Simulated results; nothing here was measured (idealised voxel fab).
process module | voxel wiring stack
cross-section cut | 260 nm wide | cells 5 nm
A cross-section is a grid of square cells, given in bands from the top down. A band is one or more rows of cells.
Each band's line starts with the height of the band's top and of its bottom, in nm. Then come its materials from left to right, each with its width in nm. One material with "throughout" fills the band from edge to edge. "air" is empty space.
Height 0 is the level under which the wafer as received is all one material. The lowest band goes on downwards, as in "0 down".
A width such as "30 to 40" changes by the same amount from each row of cells to the next, from the band's top row to its bottom row.
"no change" after a step means that no cell of the cross-section changed.
closed voids: empty space of 8 cells or more with no open way to the top, each as width x height at its distance from the left edge, in nm
after a step's settings: what the simulator itself notes on the step
overlay nm, on a step with a mask: how far to the right of its planned place the mask lay; to the left if negative
plan
1 op RECEIVE | material Si
2 op CONFORMAL_DEP | material SiO2 | thk nm 15
3 op CONFORMAL_DEP | material SiN | thk nm 5
4 op DIRECTIONAL_DEP | material lowk | thk nm 25
5 op DIRECTIONAL_DEP | material aC | thk nm 10
6 op PATTERN | tone open | mask id METAL_1 | material resist | width nm 25 | pitch nm 40 | thk nm 30 | overlay nm 0
7 op DIRECTIONAL_ETCH | etch materials aC | depth nm 10
8 op STRIP | etch materials resist
9 op DIRECTIONAL_ETCH | etch materials lowk | depth nm 25
10 op DIRECTIONAL_ETCH | etch materials SiN | depth nm 5
11 op STRIP | etch materials aC
12 op CONFORMAL_DEP | material TiN | thk nm 5
13 op FILL_DEP | material Ru | thk nm 10
14 op CMP | height nm 45
15 op EPI | material Ru | thk nm 5
16 op FILL_DEP | material SiCN | thk nm 5
17 op DIRECTIONAL_DEP | material lowk | thk nm 30
18 op DIRECTIONAL_DEP | material aC | thk nm 10
19 op PATTERN | tone open | mask id METAL_2_HOLES | material resist | width nm 15 | pitch nm 40 | thk nm 25 | overlay nm 0
20 op DIRECTIONAL_ETCH | etch materials aC | depth nm 10
21 op STRIP | etch materials resist
22 op DIRECTIONAL_ETCH | etch materials lowk | depth nm 30
23 op STRIP | etch materials aC
24 op PATTERN | tone open | mask id METAL_2 | material resist | width nm 25 | pitch nm 40 | thk nm 15 | overlay nm 0
25 op DIRECTIONAL_ETCH | etch materials lowk | depth nm 15
26 op DIRECTIONAL_ETCH | etch materials SiCN | depth nm 5
27 op STRIP | etch materials resist
28 op CONFORMAL_DEP | material TiN | thk nm 5
29 op FILL_DEP | material Cu | thk nm 5
30 op CMP | height nm 85
31 op CONFORMAL_DEP | material SiN | thk nm 5
as received, after step 1
  0 down: Si throughout
  closed voids: none
first wafer at the end, as planned
  90 to 85: SiN throughout
  85 to 75: lowk 55 | TiN 5 | Cu 15 | TiN 5 | lowk 15 | TiN 5 | Cu 15 | TiN 5 | lowk 15 | TiN 5 | Cu 15 | TiN 5 | lowk 15 | TiN 5 | Cu 15 | TiN 5 | lowk 60
  75 to 70: lowk 55 | TiN 5 | Cu 5 | TiN 15 | lowk 15 | TiN 5 | Cu 5 | TiN 15 | lowk 15 | TiN 5 | Cu 5 | TiN 15 | lowk 15 | TiN 5 | Cu 5 | TiN 15 | lowk 60
  70 to 55: lowk 55 | TiN 5 | Cu 5 | TiN 5 | lowk 25 | TiN 5 | Cu 5 | TiN 5 | lowk 25 | TiN 5 | Cu 5 | TiN 5 | lowk 25 | TiN 5 | Cu 5 | TiN 5 | lowk 70
  55 to 50: SiCN 55 | TiN 15 | SiCN 25 | TiN 15 | SiCN 25 | TiN 15 | SiCN 25 | TiN 15 | SiCN 70
  50 to 45: SiCN 50 | Ru 35 | SiCN 5 | Ru 35 | SiCN 5 | Ru 35 | SiCN 5 | Ru 35 | SiCN 55
  45 to 20: lowk 55 | TiN 5 | Ru 15 | TiN 5 | lowk 15 | TiN 5 | Ru 15 | TiN 5 | lowk 15 | TiN 5 | Ru 15 | TiN 5 | lowk 15 | TiN 5 | Ru 15 | TiN 5 | lowk 60
  20 to 15: SiN 55 | TiN 25 | SiN 15 | TiN 25 | SiN 15 | TiN 25 | SiN 15 | TiN 25 | SiN 60
  15 to 0: SiO2 throughout
  0 down: Si throughout
  closed voids: none
second wafer at the end: like start, like plan, one mistake
  90 to 85: SiN throughout
  85 to 55: lowk 55 | TiN 5 | Cu 15 | TiN 5 | lowk 15 | TiN 5 | Cu 15 | TiN 5 | lowk 15 | TiN 5 | Cu 15 | TiN 5 | lowk 15 | TiN 5 | Cu 15 | TiN 5 | lowk 60
  55 to 50: SiCN 55 | TiN 25 | SiCN 15 | TiN 25 | SiCN 15 | TiN 25 | SiCN 15 | TiN 25 | SiCN 60
  50 to 45: SiCN 50 | Ru 35 | SiCN 5 | Ru 35 | SiCN 5 | Ru 35 | SiCN 5 | Ru 35 | SiCN 55
  45 to 20: lowk 55 | TiN 5 | Ru 15 | TiN 5 | lowk 15 | TiN 5 | Ru 15 | TiN 5 | lowk 15 | TiN 5 | Ru 15 | TiN 5 | lowk 15 | TiN 5 | Ru 15 | TiN 5 | lowk 60
  20 to 15: SiN 55 | TiN 25 | SiN 15 | TiN 25 | SiN 15 | TiN 25 | SiN 15 | TiN 25 | SiN 60
  15 to 0: SiO2 throughout
  0 down: Si throughout
  closed voids: none
what went wrong: step 25 was run twice
at the end the second wafer has, in cells: 32 more of Cu | 8 fewer of SiCN | 24 fewer of lowk
